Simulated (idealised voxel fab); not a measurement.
process module | voxel ribs on slabs
cross-section cut | 155 nm wide | cells 5 nm
A cross-section is a grid of square cells, given in bands from the top down. A band is one or more rows of cells.
Each band's line starts with the height of the band's top and of its bottom, in nm. Then come its materials from left to right, each with its width in nm. One material with "throughout" fills the band from edge to edge. "air" is empty space.
Height 0 is the level under which the wafer as received is all one material. The lowest band goes on downwards, as in "0 down".
A width such as "30 to 40" changes by the same amount from each row of cells to the next, from the band's top row to its bottom row.
"no change" after a step means that no cell of the cross-section changed.
closed voids: empty space of 8 cells or more with no open way to the top, each as width x height at its distance from the left edge, in nm
after a step's settings: what the simulator itself notes on the step
overlay nm, on a step with a mask: how far to the right of its planned place the mask lay; to the left if negative
plan
1 op RECEIVE | material Si
2 op DIRECTIONAL_DEP | material SiO2 | thk nm 20
3 op DIRECTIONAL_DEP | material SiN | thk nm 15
4 op DIRECTIONAL_DEP | material aC | thk nm 15
5 op PATTERN | tone cover | mask id RIB | material resist | width nm 30 | thk nm 35 | overlay nm 0
6 op DIRECTIONAL_ETCH | etch materials aC | depth nm 15
7 op STRIP | etch materials resist
8 op DIRECTIONAL_ETCH | etch materials SiN | depth nm 10
9 op STRIP | etch materials aC
10 op MASKED_ETCH | tone cover | mask id SLAB | width nm 90 | etch materials SiN | depth nm 5 | overlay nm 0
11 op FILL_DEP | material SiO2 | thk nm 15
12 op CMP | height nm 45
13 op DIRECTIONAL_DEP | material W | thk nm 5
14 op MASKED_ETCH | tone cover | mask id HEATER | width nm 40 | etch materials W | depth nm 5 | overlay nm 0
15 op CONFORMAL_DEP | material SiN | thk nm 10
as received, after step 1
  0 down: Si throughout
  closed voids: none
a wafer at the end: this start, this plan, one mistake
  60 to 55: air 45 | SiN 60 | air 50
  55 to 50: SiN throughout
  50 to 45: SiN 55 | W 40 | SiN 60
  45 to 35: SiO2 throughout
  35 to 25: SiO2 60 | SiN 30 | SiO2 65
  25 to 20: SiO2 30 | SiN 95 | SiO2 30
  20 to 0: SiO2 throughout
  0 down: Si throughout
  closed voids: none
what went wrong: step 10 ran as: op MASKED_ETCH | tone cover | mask id SLAB | width nm 95 | etch materials SiN | depth nm 5 | overlay nm 0
